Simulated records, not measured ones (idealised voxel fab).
process module | voxel released beams
cross-section cut | 170 nm wide | cells 5 nm
A cross-section is a grid of square cells, given in bands from the top down. A band is one or more rows of cells.
Each band's line starts with the height of the band's top and of its bottom, in nm. Then come its materials from left to right, each with its width in nm. One material with "throughout" fills the band from edge to edge. "air" is empty space.
Height 0 is the level under which the wafer as received is all one material. The lowest band goes on downwards, as in "0 down".
A width such as "30 to 40" changes by the same amount from each row of cells to the next, from the band's top row to its bottom row.
"no change" after a step means that no cell of the cross-section changed.
closed voids: empty space of 8 cells or more with no open way to the top, each as width x height at its distance from the left edge, in nm
after a step's settings: what the simulator itself notes on the step
overlay nm, on a step with a mask: how far to the right of its planned place the mask lay; to the left if negative
plan
1 op RECEIVE | material Si
2 op CONFORMAL_DEP | material Al2O3 | thk nm 5
3 op DIRECTIONAL_DEP | material SiO2 | thk nm 10
4 op DIRECTIONAL_DEP | material aC | thk nm 10
5 op PATTERN | tone open | mask id ANCHOR | material resist | width nm 35 | thk nm 25 | overlay nm 0
6 op DIRECTIONAL_ETCH | etch materials aC | depth nm 10
7 op STRIP | etch materials resist
8 op DIRECTIONAL_ETCH | etch materials SiO2 | depth nm 10
9 op STRIP | etch materials aC
10 op CONFORMAL_DEP | material SiN | thk nm 10
11 op DIRECTIONAL_DEP | material aC | thk nm 10
12 op PATTERN | tone cover | mask id BEAM | material resist | width nm 90 | thk nm 30 | overlay nm 0
13 op DIRECTIONAL_ETCH | etch materials aC | depth nm 10
14 op STRIP | etch materials resist
15 op DIRECTIONAL_ETCH | etch materials SiN | depth nm 10
16 op STRIP | etch materials aC
17 op STRIP | etch materials SiO2
as received, after step 1
  0 down: Si throughout
  closed voids: none
first wafer at the end, as planned
  25 to 15: air 35 | SiN 15 | air 15 | SiN 60 | air 45
  15 to 5: air 40 | SiN 35 | air 95
  5 to 0: Al2O3 throughout
  0 down: Si throughout
  closed voids: none
second wafer at the end: like start, like plan, one mistake
  25 to 20: air 35 | SiN 15 | air 15 | SiN 60 | air 45
  20 to 15: SiN 50 | air 15 | SiN 105
  15 to 5: SiO2 40 | SiN 35 | SiO2 95
  5 to 0: Al2O3 throughout
  0 down: Si throughout
  closed voids: none
what went wrong: step 15 ran as: op DIRECTIONAL_ETCH | etch materials SiN | depth nm 5
at the end the second wafer has, in cells: 16 more of SiN | 54 more of SiO2
